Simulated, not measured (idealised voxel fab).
process module | voxel wiring stack
200 nm wide, 5 nm square cells: that's cross-section cut.
A cross-section is written here as square cells arranged in a grid, and it is given in bands from the top down, each band taking up one or more rows of cells.
Band entry format. Leading values: height of top, height of bottom, nm. Remainder: materials in left-to-right order, each with its width in nm. Special words: "everywhere" on a single material, which then fills the band edge to edge; "air", empty space.
Where do heights start? At 0: under that level the wafer as delivered is made of one material only. And the lowest band has no floor; it just carries on downward, as in "0 and below".
Per-row width for "30 to 40": begins at first number (top row of band), ends at second number (bottom row), increment between rows held constant.
Basically "no change" means that step didn't change any cell in the cross-section.
Basically, "Closed void roster" tells you about the enclosed voids: empty spaces with no open way to the top, 8 cells or bigger, each written width x height at distance, where distance is from the left edge, all in nm.
The remark found on a step's line after its settings is issued by the simulator itself and pertains to that step.
A step's line can hold "overlay nm"; with a mask on that step, the setting says how far right of the planned place the mask lay, while a negative setting says it lay to the left.

Process steps foreseen in the plan:
1 RECEIVE,material Si
2 CONFORMAL_DEP,material SiO2,thk nm 15
3 CONFORMAL_DEP,material SiN,thk nm 5
4 DIRECTIONAL_DEP,material SiO2,thk nm 15
5 DIRECTIONAL_DEP,material aC,thk nm 15
6 PATTERN,tone open,mask id METAL_1,material resist,width nm 25,pitch nm 55,thk nm 30,overlay nm 0
7 DIRECTIONAL_ETCH,etch materials aC,depth nm 15
8 STRIP,etch materials resist
9 DIRECTIONAL_ETCH,etch materials SiO2,depth nm 15
10 DIRECTIONAL_ETCH,etch materials SiN,depth nm 5
11 STRIP,etch materials aC
12 CONFORMAL_DEP,material TiN,thk nm 5
13 FILL_DEP,material Cu,thk nm 5
14 CMP,height nm 35
15 EPI,material Ru,thk nm 5
16 FILL_DEP,material SiCN,thk nm 5
17 DIRECTIONAL_DEP,material lowk,thk nm 20
18 DIRECTIONAL_DEP,material aC,thk nm 15
19 PATTERN,tone open,mask id PLUG_1,material resist,width nm 15,pitch nm 110,thk nm 30,overlay nm 0
20 DIRECTIONAL_ETCH,etch materials aC,depth nm 15
21 STRIP,etch materials resist
22 DIRECTIONAL_ETCH,etch materials lowk,depth nm 20
23 DIRECTIONAL_ETCH,etch materials SiCN,depth nm 5
24 STRIP,etch materials aC
25 EPI,material Ru,thk nm 10
26 EPI,material Ru,thk nm 10
27 EPI,material Ru,thk nm 5
28 CONFORMAL_DEP,material SiN,thk nm 5
29 DIRECTIONAL_DEP,material lowk,thk nm 20
30 MASKED_ETCH,tone open,mask id METAL_2,width nm 25,pitch nm 55,etch materials lowk,depth nm 20,overlay nm 0
31 MASKED_ETCH,tone open,mask id METAL_2,width nm 25,pitch nm 55,etch materials SiN,depth nm 5,overlay nm 0
32 CONFORMAL_DEP,material TiN,thk nm 5
33 FILL_DEP,material Ru,thk nm 5
34 CMP,height nm 90
35 EPI,material Ru,thk nm 5
36 FILL_DEP,material SiCN,thk nm 5
37 DIRECTIONAL_DEP,material lowk,thk nm 30
38 PATTERN,tone open,mask id METAL_3_HOLES,material resist,width nm 15,pitch nm 110,thk nm 15,overlay nm 0
39 DIRECTIONAL_ETCH,etch materials lowk,depth nm 30
40 STRIP,etch materials resist
41 MASKED_ETCH,tone open,mask id METAL_3,width nm 25,pitch nm 55,etch materials lowk,depth nm 15,overlay nm 0
42 MASKED_ETCH,tone open,mask id METAL_3,width nm 25,pitch nm 55,etch materials SiCN,depth nm 5,overlay nm 0
43 CONFORMAL_DEP,material TiN,thk nm 5
44 FILL_DEP,material Cu,thk nm 10
45 CMP,height nm 130
46 CONFORMAL_DEP,material SiCN,thk nm 5
47 DIRECTIONAL_DEP,material SiO2,thk nm 20
48 MASKED_ETCH,tone open,mask id PLUG_3,width nm 15,pitch nm 110,etch materials SiO2,depth nm 20,overlay nm 0
49 MASKED_ETCH,tone open,mask id PLUG_3,width nm 15,pitch nm 110,etch materials SiCN,depth nm 5,overlay nm 0
50 EPI,material Ru,thk nm 10
51 EPI,material Ru,thk nm 10
52 EPI,material Ru,thk nm 5
53 CONFORMAL_DEP,material SiN,thk nm 5
54 DIRECTIONAL_DEP,material SiO2,thk nm 25
55 PATTERN,tone open,mask id METAL_4,material resist,width nm 25,pitch nm 55,thk nm 20,overlay nm 0
56 DIRECTIONAL_ETCH,etch materials SiO2,depth nm 25
57 DIRECTIONAL_ETCH,etch materials SiN,depth nm 5
58 STRIP,etch materials resist
59 CONFORMAL_DEP,material TiN,thk nm 5
60 FILL_DEP,material Cu,thk nm 5
61 CMP,height nm 185
62 CONFORMAL_DEP,material SiN,thk nm 5

First of two wafers: run as planned:

Wafer as received: cross-section following step 1:
    0 and below  Si everywhere
    Closed void roster: none

Take a look at the wafer's cross-section after step 2:
    15 down to 0  SiO2 everywhere
    Below 0 it's all the same as before, nothing changed down there.

Take a look at the wafer's cross-section after step 3:
    20 down to 15  SiN everywhere
    Below 15 it's all the same as before, nothing changed down there.

Take a look at the wafer's cross-section after step 4:
    35 down to 20  SiO2 everywhere
    Below 20 it's all the same as before, nothing changed down there.

Take a look at the wafer's cross-section after step 5:
    50 down to 35  aC everywhere
    Below 35 it's all the same as before, nothing changed down there.

Take a look at the wafer's cross-section after step 6:
    80 down to 50  resist=30 | air=25 | resist=30 | air=25 | resist=30 | air=25 | resist=35
    Below 50 it's all the same as before, nothing changed down there.

Take a look at the wafer's cross-section after step 7:
    65 down to 50  resist=30 | air=25 | resist=30 | air=25 | resist=30 | air=25 | resist=35
    50 down to 35  aC=30 | air=25 | aC=30 | air=25 | aC=30 | air=25 | aC=35
    Below 35 it's all the same as before, nothing changed down there.

Take a look at the wafer's cross-section after step 8:
    50 down to 35  aC=30 | air=25 | aC=30 | air=25 | aC=30 | air=25 | aC=35
    Below 35 it's all the same as before, nothing changed down there.

Take a look at the wafer's cross-section after step 9:
    50 down to 35  aC=30 | air=25 | aC=30 | air=25 | aC=30 | air=25 | aC=35
    35 down to 20  SiO2=30 | air=25 | SiO2=30 | air=25 | SiO2=30 | air=25 | SiO2=35
    Below 20 it's all the same as before, nothing changed down there.

Take a look at the wafer's cross-section after step 10:
    50 down to 35  aC=30 | air=25 | aC=30 | air=25 | aC=30 | air=25 | aC=35
    35 down to 20  SiO2=30 | air=25 | SiO2=30 | air=25 | SiO2=30 | air=25 | SiO2=35
    20 down to 15  SiN=30 | air=25 | SiN=30 | air=25 | SiN=30 | air=25 | SiN=35
    Below 15 it's all the same as before, nothing changed down there.

Take a look at the wafer's cross-section after step 11:
    35 down to 20  SiO2=30 | air=25 | SiO2=30 | air=25 | SiO2=30 | air=25 | SiO2=35
    Below 20 it's all the same as before, nothing changed down there.

Take a look at the wafer's cross-section after step 12:
    40 down to 35  TiN=35 | air=15 | TiN=40 | air=15 | TiN=40 | air=15 | TiN=40
    35 down to 20  SiO2=30 | TiN=5 | air=15 | TiN=5 | SiO2=30 | TiN=5 | air=15 | TiN=5 | SiO2=30 | TiN=5 | air=15 | TiN=5 | SiO2=35
    20 down to 15  SiN=30 | TiN=25 | SiN=30 | TiN=25 | SiN=30 | TiN=25 | SiN=35
    Below 15 it's all the same as before, nothing changed down there.

Take a look at the wafer's cross-section after step 13:
    45 down to 40  Cu everywhere
    40 down to 35  TiN=35 | Cu=15 | TiN=40 | Cu=15 | TiN=40 | Cu=15 | TiN=40
    35 down to 20  SiO2=30 | TiN=5 | Cu=15 | TiN=5 | SiO2=30 | TiN=5 | Cu=15 | TiN=5 | SiO2=30 | TiN=5 | Cu=15 | TiN=5 | SiO2=35
    Below 20 it's all the same as before, nothing changed down there.

Take a look at the wafer's cross-section after step 14:
    35 down to 20  SiO2=30 | TiN=5 | Cu=15 | TiN=5 | SiO2=30 | TiN=5 | Cu=15 | TiN=5 | SiO2=30 | TiN=5 | Cu=15 | TiN=5 | SiO2=35
    Below 20 it's all the same as before, nothing changed down there.

Take a look at the wafer's cross-section after step 15:
    40 down to 35  air=25 | Ru=35 | air=20 | Ru=35 | air=20 | Ru=35 | air=30
    Below 35 it's all the same as before, nothing changed down there.

Take a look at the wafer's cross-section after step 16:
    45 down to 40  SiCN everywhere
    40 down to 35  SiCN=25 | Ru=35 | SiCN=20 | Ru=35 | SiCN=20 | Ru=35 | SiCN=30
    Below 35 it's all the same as before, nothing changed down there.

Take a look at the wafer's cross-section after step 17:
    65 down to 45  lowk everywhere
    Below 45 it's all the same as before, nothing changed down there.

Take a look at the wafer's cross-section after step 18:
    80 down to 65  aC everywhere
    Below 65 it's all the same as before, nothing changed down there.

Take a look at the wafer's cross-section after step 19:
    110 down to 80  resist=30 | air=15 | resist=95 | air=15 | resist=45
    Below 80 it's all the same as before, nothing changed down there.

Take a look at the wafer's cross-section after step 20:
    95 down to 80  resist=30 | air=15 | resist=95 | air=15 | resist=45
    80 down to 65  aC=30 | air=15 | aC=95 | air=15 | aC=45
    Below 65 it's all the same as before, nothing changed down there.

Take a look at the wafer's cross-section after step 21:
    80 down to 65  aC=30 | air=15 | aC=95 | air=15 | aC=45
    Below 65 it's all the same as before, nothing changed down there.

Take a look at the wafer's cross-section after step 22:
    80 down to 65  aC=30 | air=15 | aC=95 | air=15 | aC=45
    65 down to 45  lowk=30 | air=15 | lowk=95 | air=15 | lowk=45
    Below 45 it's all the same as before, nothing changed down there.

Take a look at the wafer's cross-section after step 23:
    80 down to 65  aC=30 | air=15 | aC=95 | air=15 | aC=45
    65 down to 45  lowk=30 | air=15 | lowk=95 | air=15 | lowk=45
    45 down to 40  SiCN=30 | air=15 | SiCN=95 | air=15 | SiCN=45
    Below 40 it's all the same as before, nothing changed down there.

Take a look at the wafer's cross-section after step 24:
    65 down to 45  lowk=30 | air=15 | lowk=95 | air=15 | lowk=45
    Below 45 it's all the same as before, nothing changed down there.

Take a look at the wafer's cross-section after step 25:
    65 down to 50  lowk=30 | air=15 | lowk=95 | air=15 | lowk=45
    50 down to 45  lowk=30 | Ru=15 | lowk=95 | Ru=15 | lowk=45
    45 down to 40  SiCN=30 | Ru=15 | SiCN=95 | Ru=15 | SiCN=45
    Below 40 it's all the same as before, nothing changed down there.

Take a look at the wafer's cross-section after step 26:
    65 down to 60  lowk=30 | air=15 | lowk=95 | air=15 | lowk=45
    60 down to 45  lowk=30 | Ru=15 | lowk=95 | Ru=15 | lowk=45
    Below 45 it's all the same as before, nothing changed down there.

Take a look at the wafer's cross-section after step 27:
    65 down to 45  lowk=30 | Ru=15 | lowk=95 | Ru=15 | lowk=45
    Below 45 it's all the same as before, nothing changed down there.

Take a look at the wafer's cross-section after step 28:
    70 down to 65  SiN everywhere
    Below 65 it's all the same as before, nothing changed down there.

Take a look at the wafer's cross-section after step 29:
    90 down to 70  lowk everywhere
    Below 70 it's all the same as before, nothing changed down there.

Take a look at the wafer's cross-section after step 30:
    90 down to 70  lowk=30 | air=25 | lowk=30 | air=25 | lowk=30 | air=25 | lowk=35
    Below 70 it's all the same as before, nothing changed down there.

Take a look at the wafer's cross-section after step 31:
    90 down to 70  lowk=30 | air=25 | lowk=30 | air=25 | lowk=30 | air=25 | lowk=35
    70 down to 65  SiN=30 | air=25 | SiN=30 | air=25 | SiN=30 | air=25 | SiN=35
    Below 65 it's all the same as before, nothing changed down there.

Take a look at the wafer's cross-section after step 32:
    95 down to 90  TiN=35 | air=15 | TiN=40 | air=15 | TiN=40 | air=15 | TiN=40
    90 down to 70  lowk=30 | TiN=5 | air=15 | TiN=5 | lowk=30 | TiN=5 | air=15 | TiN=5 | lowk=30 | TiN=5 | air=15 | TiN=5 | lowk=35
    70 down to 65  SiN=30 | TiN=25 | SiN=30 | TiN=25 | SiN=30 | TiN=25 | SiN=35
    Below 65 it's all the same as before, nothing changed down there.

Take a look at the wafer's cross-section after step 33:
    100 down to 95  Ru everywhere
    95 down to 90  TiN=35 | Ru=15 | TiN=40 | Ru=15 | TiN=40 | Ru=15 | TiN=40
    90 down to 70  lowk=30 | TiN=5 | Ru=15 | TiN=5 | lowk=30 | TiN=5 | Ru=15 | TiN=5 | lowk=30 | TiN=5 | Ru=15 | TiN=5 | lowk=35
    Below 70 it's all the same as before, nothing changed down there.

Take a look at the wafer's cross-section after step 34:
    90 down to 70  lowk=30 | TiN=5 | Ru=15 | TiN=5 | lowk=30 | TiN=5 | Ru=15 | TiN=5 | lowk=30 | TiN=5 | Ru=15 | TiN=5 | lowk=35
    Below 70 it's all the same as before, nothing changed down there.

Take a look at the wafer's cross-section after step 35:
    95 down to 90  air=25 | Ru=35 | air=20 | Ru=35 | air=20 | Ru=35 | air=30
    Below 90 it's all the same as before, nothing changed down there.

Take a look at the wafer's cross-section after step 36:
    100 down to 95  SiCN everywhere
    95 down to 90  SiCN=25 | Ru=35 | SiCN=20 | Ru=35 | SiCN=20 | Ru=35 | SiCN=30
    Below 90 it's all the same as before, nothing changed down there.

Take a look at the wafer's cross-section after step 37:
    130 down to 100  lowk everywhere
    Below 100 it's all the same as before, nothing changed down there.

Take a look at the wafer's cross-section after step 38:
    145 down to 130  resist=30 | air=15 | resist=95 | air=15 | resist=45
    Below 130 it's all the same as before, nothing changed down there.

Take a look at the wafer's cross-section after step 39:
    145 down to 130  resist=30 | air=15 | resist=95 | air=15 | resist=45
    130 down to 100  lowk=30 | air=15 | lowk=95 | air=15 | lowk=45
    Below 100 it's all the same as before, nothing changed down there.

Take a look at the wafer's cross-section after step 40:
    130 down to 100  lowk=30 | air=15 | lowk=95 | air=15 | lowk=45
    Below 100 it's all the same as before, nothing changed down there.

Take a look at the wafer's cross-section after step 41:
    130 down to 115  lowk=30 | air=25 | lowk=30 | air=25 | lowk=30 | air=25 | lowk=35
    Below 115 it's all the same as before, nothing changed down there.

Take a look at the wafer's cross-section after step 42:
    130 down to 115  lowk=30 | air=25 | lowk=30 | air=25 | lowk=30 | air=25 | lowk=35
    115 down to 100  lowk=30 | air=15 | lowk=95 | air=15 | lowk=45
    100 down to 95  SiCN=30 | air=15 | SiCN=95 | air=15 | SiCN=45
    Below 95 it's all the same as before, nothing changed down there.

Take a look at the wafer's cross-section after step 43:
    135 down to 130  TiN=35 | air=15 | TiN=40 | air=15 | TiN=40 | air=15 | TiN=40
    130 down to 120  lowk=30 | TiN=5 | air=15 | TiN=5 | lowk=30 | TiN=5 | air=15 | TiN=5 | lowk=30 | TiN=5 | air=15 | TiN=5 | lowk=35
    120 down to 115  lowk=30 | TiN=5 | air=5 | TiN=15 | lowk=30 | TiN=25 | lowk=30 | TiN=5 | air=5 | TiN=15 | lowk=35
    115 down to 100  lowk=30 | TiN=5 | air=5 | TiN=5 | lowk=95 | TiN=5 | air=5 | TiN=5 | lowk=45
    100 down to 95  SiCN=30 | TiN=15 | SiCN=95 | TiN=15 | SiCN=45
    Below 95 it's all the same as before, nothing changed down there.

Take a look at the wafer's cross-section after step 44:
    145 down to 135  Cu everywhere
    135 down to 130  TiN=35 | Cu=15 | TiN=40 | Cu=15 | TiN=40 | Cu=15 | TiN=40
    130 down to 120  lowk=30 | TiN=5 | Cu=15 | TiN=5 | lowk=30 | TiN=5 | Cu=15 | TiN=5 | lowk=30 | TiN=5 | Cu=15 | TiN=5 | lowk=35
    120 down to 115  lowk=30 | TiN=5 | Cu=5 | TiN=15 | lowk=30 | TiN=25 | lowk=30 | TiN=5 | Cu=5 | TiN=15 | lowk=35
    115 down to 100  lowk=30 | TiN=5 | Cu=5 | TiN=5 | lowk=95 | TiN=5 | Cu=5 | TiN=5 | lowk=45
    Below 100 it's all the same as before, nothing changed down there.

Take a look at the wafer's cross-section after step 45:
    130 down to 120  lowk=30 | TiN=5 | Cu=15 | TiN=5 | lowk=30 | TiN=5 | Cu=15 | TiN=5 | lowk=30 | TiN=5 | Cu=15 | TiN=5 | lowk=35
    Below 120 it's all the same as before, nothing changed down there.

Take a look at the wafer's cross-section after step 46:
    135 down to 130  SiCN everywhere
    Below 130 it's all the same as before, nothing changed down there.

Take a look at the wafer's cross-section after step 47:
    155 down to 135  SiO2 everywhere
    Below 135 it's all the same as before, nothing changed down there.

Take a look at the wafer's cross-section after step 48:
    155 down to 135  SiO2=30 | air=15 | SiO2=95 | air=15 | SiO2=45
    Below 135 it's all the same as before, nothing changed down there.

Take a look at the wafer's cross-section after step 49:
    155 down to 135  SiO2=30 | air=15 | SiO2=95 | air=15 | SiO2=45
    135 down to 130  SiCN=30 | air=15 | SiCN=95 | air=15 | SiCN=45
    Below 130 it's all the same as before, nothing changed down there.

Take a look at the wafer's cross-section after step 50:
    155 down to 140  SiO2=30 | air=15 | SiO2=95 | air=15 | SiO2=45
    140 down to 135  SiO2=30 | Ru=15 | SiO2=95 | Ru=15 | SiO2=45
    135 down to 130  SiCN=30 | Ru=15 | SiCN=95 | Ru=15 | SiCN=45
    Below 130 it's all the same as before, nothing changed down there.

Take a look at the wafer's cross-section after step 51:
    155 down to 150  SiO2=30 | air=15 | SiO2=95 | air=15 | SiO2=45
    150 down to 135  SiO2=30 | Ru=15 | SiO2=95 | Ru=15 | SiO2=45
    Below 135 it's all the same as before, nothing changed down there.

Take a look at the wafer's cross-section after step 52:
    155 down to 135  SiO2=30 | Ru=15 | SiO2=95 | Ru=15 | SiO2=45
    Below 135 it's all the same as before, nothing changed down there.

Take a look at the wafer's cross-section after step 53:
    160 down to 155  SiN everywhere
    Below 155 it's all the same as before, nothing changed down there.

Take a look at the wafer's cross-section after step 54:
    185 down to 160  SiO2 everywhere
    Below 160 it's all the same as before, nothing changed down there.

Take a look at the wafer's cross-section after step 55:
    205 down to 185  resist=30 | air=25 | resist=30 | air=25 | resist=30 | air=25 | resist=35
    Below 185 it's all the same as before, nothing changed down there.

Take a look at the wafer's cross-section after step 56:
    205 down to 185  resist=30 | air=25 | resist=30 | air=25 | resist=30 | air=25 | resist=35
    185 down to 160  SiO2=30 | air=25 | SiO2=30 | air=25 | SiO2=30 | air=25 | SiO2=35
    Below 160 it's all the same as before, nothing changed down there.

Take a look at the wafer's cross-section after step 57:
    205 down to 185  resist=30 | air=25 | resist=30 | air=25 | resist=30 | air=25 | resist=35
    185 down to 160  SiO2=30 | air=25 | SiO2=30 | air=25 | SiO2=30 | air=25 | SiO2=35
    160 down to 155  SiN=30 | air=25 | SiN=30 | air=25 | SiN=30 | air=25 | SiN=35
    Below 155 it's all the same as before, nothing changed down there.

Take a look at the wafer's cross-section after step 58:
    185 down to 160  SiO2=30 | air=25 | SiO2=30 | air=25 | SiO2=30 | air=25 | SiO2=35
    Below 160 it's all the same as before, nothing changed down there.

Take a look at the wafer's cross-section after step 59:
    190 down to 185  TiN=35 | air=15 | TiN=40 | air=15 | TiN=40 | air=15 | TiN=40
    185 down to 160  SiO2=30 | TiN=5 | air=15 | TiN=5 | SiO2=30 | TiN=5 | air=15 | TiN=5 | SiO2=30 | TiN=5 | air=15 | TiN=5 | SiO2=35
    160 down to 155  SiN=30 | TiN=25 | SiN=30 | TiN=25 | SiN=30 | TiN=25 | SiN=35
    Below 155 it's all the same as before, nothing changed down there.

Take a look at the wafer's cross-section after step 60:
    195 down to 190  Cu everywhere
    190 down to 185  TiN=35 | Cu=15 | TiN=40 | Cu=15 | TiN=40 | Cu=15 | TiN=40
    185 down to 160  SiO2=30 | TiN=5 | Cu=15 | TiN=5 | SiO2=30 | TiN=5 | Cu=15 | TiN=5 | SiO2=30 | TiN=5 | Cu=15 | TiN=5 | SiO2=35
    Below 160 it's all the same as before, nothing changed down there.

Take a look at the wafer's cross-section after step 61:
    185 down to 160  SiO2=30 | TiN=5 | Cu=15 | TiN=5 | SiO2=30 | TiN=5 | Cu=15 | TiN=5 | SiO2=30 | TiN=5 | Cu=15 | TiN=5 | SiO2=35
    Below 160 it's all the same as before, nothing changed down there.

Take a look at the wafer's cross-section after step 62:
    190 down to 185  SiN everywhere
    Below 185 it's all the same as before, nothing changed down there.

For the second wafer, take the first wafer's start and plan, then add one mistake made in running it; everything through step 45, that step included, is shared with the first:

Second wafer, sectioned view, at step 46's planned end time:
    135 down to 130  SiO2 everywhere
    Below 130 it's all the same as before, nothing changed down there.

Second wafer, sectioned view, at step 47's planned end time:
    155 down to 130  SiO2 everywhere
    Below 130 it's all the same as before, nothing changed down there.

Second wafer, sectioned view, at step 48's planned end time:
    155 down to 135  SiO2=30 | air=15 | SiO2=95 | air=15 | SiO2=45
    Below 135 it's all the same as before, nothing changed down there.

Second wafer, sectioned view, at step 49's planned end time: no change

Second wafer, sectioned view, at step 50's planned end time: no change

Second wafer, sectioned view, at step 51's planned end time: no change

Second wafer, sectioned view, at step 52's planned end time: no change

Second wafer, sectioned view, at step 53's planned end time:
    160 down to 155  SiN=35 | air=5 | SiN=105 | air=5 | SiN=50
    155 down to 140  SiO2=30 | SiN=5 | air=5 | SiN=5 | SiO2=95 | SiN=5 | air=5 | SiN=5 | SiO2=45
    140 down to 135  SiO2=30 | SiN=15 | SiO2=95 | SiN=15 | SiO2=45
    Below 135 it's all the same as before, nothing changed down there.

Second wafer, sectioned view, at step 54's planned end time:
    185 down to 165  SiO2=35 | air=5 | SiO2=105 | air=5 | SiO2=50
    165 down to 160  SiO2 everywhere
    160 down to 155  SiN=35 | SiO2=5 | SiN=105 | SiO2=5 | SiN=50
    155 down to 140  SiO2=30 | SiN=5 | SiO2=5 | SiN=5 | SiO2=95 | SiN=5 | SiO2=5 | SiN=5 | SiO2=45
    Below 140 it's all the same as before, nothing changed down there.

Second wafer, sectioned view, at step 55's planned end time:
    205 down to 185  resist=30 | air=25 | resist=30 | air=25 | resist=30 | air=25 | resist=35
    Below 185 it's all the same as before, nothing changed down there.

Second wafer, sectioned view, at step 56's planned end time:
    205 down to 185  resist=30 | air=25 | resist=30 | air=25 | resist=30 | air=25 | resist=35
    185 down to 160  SiO2=30 | air=25 | SiO2=30 | air=25 | SiO2=30 | air=25 | SiO2=35
    160 down to 155  SiN=35 | air=5 | SiN=105 | air=5 | SiN=50
    155 down to 140  SiO2=30 | SiN=5 | air=5 | SiN=5 | SiO2=95 | SiN=5 | air=5 | SiN=5 | SiO2=45
    Below 140 it's all the same as before, nothing changed down there.

Second wafer, sectioned view, at step 57's planned end time:
    205 down to 185  resist=30 | air=25 | resist=30 | air=25 | resist=30 | air=25 | resist=35
    185 down to 160  SiO2=30 | air=25 | SiO2=30 | air=25 | SiO2=30 | air=25 | SiO2=35
    160 down to 155  SiN=30 | air=25 | SiN=30 | air=25 | SiN=30 | air=25 | SiN=35
    155 down to 135  SiO2=30 | SiN=5 | air=5 | SiN=5 | SiO2=95 | SiN=5 | air=5 | SiN=5 | SiO2=45
    Below 135 it's all the same as before, nothing changed down there.

Second wafer, sectioned view, at step 58's planned end time:
    185 down to 160  SiO2=30 | air=25 | SiO2=30 | air=25 | SiO2=30 | air=25 | SiO2=35
    Below 160 it's all the same as before, nothing changed down there.

Second wafer, sectioned view, at step 59's planned end time:
    190 down to 185  TiN=35 | air=15 | TiN=40 | air=15 | TiN=40 | air=15 | TiN=40
    185 down to 160  SiO2=30 | TiN=5 | air=15 | TiN=5 | SiO2=30 | TiN=5 | air=15 | TiN=5 | SiO2=30 | TiN=5 | air=15 | TiN=5 | SiO2=35
    160 down to 155  SiN=30 | TiN=25 | SiN=30 | TiN=25 | SiN=30 | TiN=25 | SiN=35
    155 down to 135  SiO2=30 | SiN=5 | TiN=5 | SiN=5 | SiO2=95 | SiN=5 | TiN=5 | SiN=5 | SiO2=45
    Below 135 it's all the same as before, nothing changed down there.

Second wafer, sectioned view, at step 60's planned end time:
    195 down to 190  Cu everywhere
    190 down to 185  TiN=35 | Cu=15 | TiN=40 | Cu=15 | TiN=40 | Cu=15 | TiN=40
    185 down to 160  SiO2=30 | TiN=5 | Cu=15 | TiN=5 | SiO2=30 | TiN=5 | Cu=15 | TiN=5 | SiO2=30 | TiN=5 | Cu=15 | TiN=5 | SiO2=35
    Below 160 it's all the same as before, nothing changed down there.

Second wafer, sectioned view, at step 61's planned end time:
    185 down to 160  SiO2=30 | TiN=5 | Cu=15 | TiN=5 | SiO2=30 | TiN=5 | Cu=15 | TiN=5 | SiO2=30 | TiN=5 | Cu=15 | TiN=5 | SiO2=35
    Below 160 it's all the same as before, nothing changed down there.

Second wafer, sectioned view, at step 62's planned end time:
    190 down to 185  SiN everywhere
    Below 185 it's all the same as before, nothing changed down there.
In executing the process, a mistake was made relative to the plan: step 46 was run on a setting that differed from the plan, and what really ran there is CONFORMAL_DEP,material SiO2,thk nm 5
Wafer comparison, final, in cells, second relative to first, materials more or fewer: -30 Ru, -34 SiCN, +16 SiN, +40 SiO2, +8 TiN
